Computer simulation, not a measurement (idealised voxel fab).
The process module presented herein is designated voxel ribs on slabs.
Cross-section cut spans 230 nm and uses square cells 5 nm in size.
Cross-section, as written here: a square-cell grid given band by band from the top down, where a band holds one or more rows of cells.
Top height, bottom height, nm. Materials left to right, width each, nm. Single material + "full width" = fills band edge to edge. "blank" = empty.
Height 0 is the level under which the wafer as received is all one material. The lowest band goes on downwards, as in "z 0 and below".
Note: "30 to 40" means the width goes from the first number (top row of the band) to the second number (bottom row) in equal steps per row of cells.
Where a step carries "nothing different", the cross-section came out of it unchanged, cell for cell.
Basically, "Sealed-off cavities" tells you about the enclosed voids: empty spaces with no open way to the top, 8 cells or bigger, each written width x height at distance, where distance is from the left edge, all in nm.
Read whatever lies past the settings on a step's line as the simulator's own remark about the step.
A step line may carry the setting "overlay nm", which, for steps involving a mask, states the distance by which the mask lay to the right of its intended position; negative values denote displacement to the left.

Process steps - plan:
- 1: RECEIVE with material Si
- 2: DIRECTIONAL_DEP with material SiO2, thk nm 25
- 3: DIRECTIONAL_DEP with material SiN, thk nm 20
- 4: MASKED_ETCH with tone cover, mask id RIB, width nm 20, etch materials SiN, depth nm 10, overlay nm 0
- 5: PATTERN with tone cover, mask id SLAB, material resist, width nm 80, thk nm 15, overlay nm 0
- 6: DIRECTIONAL_ETCH with etch materials SiN, depth nm 10
- 7: STRIP with etch materials resist
- 8: FILL_DEP with material SiO2, thk nm 30
- 9: CMP with height nm 65
- 10: DIRECTIONAL_DEP with material TiN, thk nm 5
- 11: PATTERN with tone cover, mask id HEATER, material resist, width nm 30, thk nm 20, overlay nm 0
- 12: DIRECTIONAL_ETCH with etch materials TiN, depth nm 5
- 13: STRIP with etch materials resist
- 14: CONFORMAL_DEP with material SiO2, thk nm 10

Account of the first of two wafers, which was processed as intended:

Cross-section: wafer on arrival = after step 1:
- z 0 and below: Si full width
- Sealed-off cavities: none

State of the wafer after step 2, shown in cross-section:
- z 25 to 0: SiO2 full width
- Below 0 it's all the same as before, nothing changed down there.

State of the wafer after step 3, shown in cross-section:
- z 45 to 25: SiN full width
- Below 25 it's all the same as before, nothing changed down there.

State of the wafer after step 4, shown in cross-section:
- z 45 to 35: blank (105); SiN (20); blank (105)
- Below 35 it's all the same as before, nothing changed down there.

State of the wafer after step 5, shown in cross-section:
- z 60 to 45: blank (75); resist (80); blank (75)
- z 45 to 35: blank (75); resist (30); SiN (20); resist (30); blank (75)
- Below 35 it's all the same as before, nothing changed down there.

State of the wafer after step 6, shown in cross-section:
- z 60 to 45: blank (75); resist (80); blank (75)
- z 45 to 35: blank (75); resist (30); SiN (20); resist (30); blank (75)
- z 35 to 25: blank (75); SiN (80); blank (75)
- Below 25 it's all the same as before, nothing changed down there.

State of the wafer after step 7, shown in cross-section:
- z 45 to 35: blank (105); SiN (20); blank (105)
- Below 35 it's all the same as before, nothing changed down there.

State of the wafer after step 8, shown in cross-section:
- z 75 to 45: SiO2 full width
- z 45 to 35: SiO2 (105); SiN (20); SiO2 (105)
- z 35 to 25: SiO2 (75); SiN (80); SiO2 (75)
- Below 25 it's all the same as before, nothing changed down there.

State of the wafer after step 9, shown in cross-section:
- z 65 to 45: SiO2 full width
- Below 45 it's all the same as before, nothing changed down there.

State of the wafer after step 10, shown in cross-section:
- z 70 to 65: TiN full width
- Below 65 it's all the same as before, nothing changed down there.

State of the wafer after step 11, shown in cross-section:
- z 90 to 70: blank (100); resist (30); blank (100)
- Below 70 it's all the same as before, nothing changed down there.

State of the wafer after step 12, shown in cross-section:
- z 90 to 70: blank (100); resist (30); blank (100)
- z 70 to 65: blank (100); TiN (30); blank (100)
- Below 65 it's all the same as before, nothing changed down there.

State of the wafer after step 13, shown in cross-section:
- z 70 to 65: blank (100); TiN (30); blank (100)
- Below 65 it's all the same as before, nothing changed down there.

State of the wafer after step 14, shown in cross-section:
- z 80 to 75: blank (90); SiO2 (50); blank (90)
- z 75 to 70: SiO2 full width
- z 70 to 65: SiO2 (100); TiN (30); SiO2 (100)
- Below 65 it's all the same as before, nothing changed down there.

Okay, second wafer. Nothing different at the start, nothing different in the plan, just one mistake somewhere in the running. As far as step 10, counting that step, it's the first wafer all over again:

Look at the second wafer in cross-section at the time step 11 ought to have finished:
- z 90 to 70: resist (100); blank (30); resist (100)
- Below 70 it's all the same as before, nothing changed down there.

Look at the second wafer in cross-section at the time step 12 ought to have finished:
- z 90 to 70: resist (100); blank (30); resist (100)
- z 70 to 65: TiN (100); blank (30); TiN (100)
- Below 65 it's all the same as before, nothing changed down there.

Look at the second wafer in cross-section at the time step 13 ought to have finished:
- z 70 to 65: TiN (100); blank (30); TiN (100)
- Below 65 it's all the same as before, nothing changed down there.

Look at the second wafer in cross-section at the time step 14 ought to have finished:
- z 80 to 75: SiO2 (110); blank (10); SiO2 (110)
- z 75 to 70: SiO2 full width
- z 70 to 65: TiN (100); SiO2 (30); TiN (100)
- Below 65 it's all the same as before, nothing changed down there.
The plan and the run diverged here: step 11 was processed under conditions differing from the plan, specifically as PATTERN with tone open, mask id HEATER, material resist, width nm 30, thk nm 20, overlay nm 0
Final difference in cells, second wafer against first, listed per material as more or fewer: +34 TiN
